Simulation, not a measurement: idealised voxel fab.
Proc. module: voxel tone inversion
Square cell edge 5 nm, section width 270 nm, ID cut.
Cross-section = grid of square cells, listed top down in bands; band = one or more rows.
For a band, the entry starts with two heights in nm, that of the top and then that of the bottom, and carries on with the band's materials in order from left to right, each alongside its width in nm; the word "throughout" beside a single material means it fills the band edge to edge, and "air" means empty space.
Note: height 0 marks the level under which the wafer is uniformly one material as received. Lowest band unbounded below, written "0..down".
Read "30 to 40" as a graded width: first number on top, second number at the bottom, same change between each pair of neighbouring rows.
The cross-section has no changed cell in any step marked "no alterations made".
Basically, "Closed void table" tells you about the enclosed voids: empty spaces with no open way to the top, 8 cells or bigger, each written width x height at distance, where distance is from the left edge, all in nm.
It should be noted that, on the line of a given step, the content following the step's settings is a remark produced by the simulator itself with respect to that step.
When a step includes a mask, the "overlay nm" setting on its line states how far to the right of its planned place that mask lay, and negative values state how far to the left.

-- These are the steps we planned for the process
1) RECEIVE with material Si
2) CONFORMAL_DEP with material SiCN, thk nm 5
3) DIRECTIONAL_DEP with material aC, thk nm 15
4) PATTERN with tone cover, mask id POSTS, material resist, width nm 25, pitch nm 55, thk nm 20, overlay nm 0
5) DIRECTIONAL_ETCH with etch materials aC, depth nm 15
6) STRIP with etch materials resist
7) FILL_DEP with material lowk, thk nm 5
8) CMP with height nm 20
9) STRIP with etch materials aC

-- First wafer, two in total, run as planned

-- Cross-section of the wafer at receipt, which is the condition after step 1
0..down | Si throughout
Closed void table: none

-- Take a look at the wafer's cross-section after step 2
5..0 | SiCN throughout
Heights below 0 show no change.

-- Take a look at the wafer's cross-section after step 3
20..5 | aC throughout
Heights below 5 show no change.

-- Take a look at the wafer's cross-section after step 4
40..20 | air: 65; resist: 25; air: 30; resist: 25; air: 30; resist: 25; air: 70
Heights below 20 show no change.

-- Take a look at the wafer's cross-section after step 5
25..20 | air: 65; resist: 25; air: 30; resist: 25; air: 30; resist: 25; air: 70
20..5 | air: 65; aC: 25; air: 30; aC: 25; air: 30; aC: 25; air: 70
Heights below 5 show no change.

-- Take a look at the wafer's cross-section after step 6
20..5 | air: 65; aC: 25; air: 30; aC: 25; air: 30; aC: 25; air: 70
Heights below 5 show no change.

-- Take a look at the wafer's cross-section after step 7
25..20 | lowk throughout
20..5 | lowk: 65; aC: 25; lowk: 30; aC: 25; lowk: 30; aC: 25; lowk: 70
Heights below 5 show no change.

-- Take a look at the wafer's cross-section after step 8
20..5 | lowk: 65; aC: 25; lowk: 30; aC: 25; lowk: 30; aC: 25; lowk: 70
Heights below 5 show no change.

-- Take a look at the wafer's cross-section after step 9
20..5 | lowk: 65; air: 25; lowk: 30; air: 25; lowk: 30; air: 25; lowk: 70
Heights below 5 show no change.

-- The Second Wafer: Common Origin and Plan, One Mistake in Execution, Identical to the First Through Step 1

At the planned end of step 2, the second wafer in cross-section: no alterations made

-- At the planned end of step 3, the second wafer in cross-section
15..0 | aC throughout
Heights below 0 show no change.

-- At the planned end of step 4, the second wafer in cross-section
35..15 | air: 65; resist: 25; air: 30; resist: 25; air: 30; resist: 25; air: 70
Heights below 15 show no change.

-- At the planned end of step 5, the second wafer in cross-section
20..15 | air: 65; resist: 25; air: 30; resist: 25; air: 30; resist: 25; air: 70
15..0 | air: 65; aC: 25; air: 30; aC: 25; air: 30; aC: 25; air: 70
Heights below 0 show no change.

-- At the planned end of step 6, the second wafer in cross-section
15..0 | air: 65; aC: 25; air: 30; aC: 25; air: 30; aC: 25; air: 70
Heights below 0 show no change.

-- At the planned end of step 7, the second wafer in cross-section
20..15 | lowk throughout
15..0 | lowk: 65; aC: 25; lowk: 30; aC: 25; lowk: 30; aC: 25; lowk: 70
Heights below 0 show no change.

At the planned end of step 8, the second wafer in cross-section: no alterations made

At the planned end of step 9, the second wafer in cross-section: no alterations made
Nonconformance to the process plan: yeah, step 2 of the plan got skipped, never ran
Counted in cells at the end, the second wafer holds more or fewer of these materials than the first: 54 fewer of SiCN; 45 more of aC; 54 more of lowk
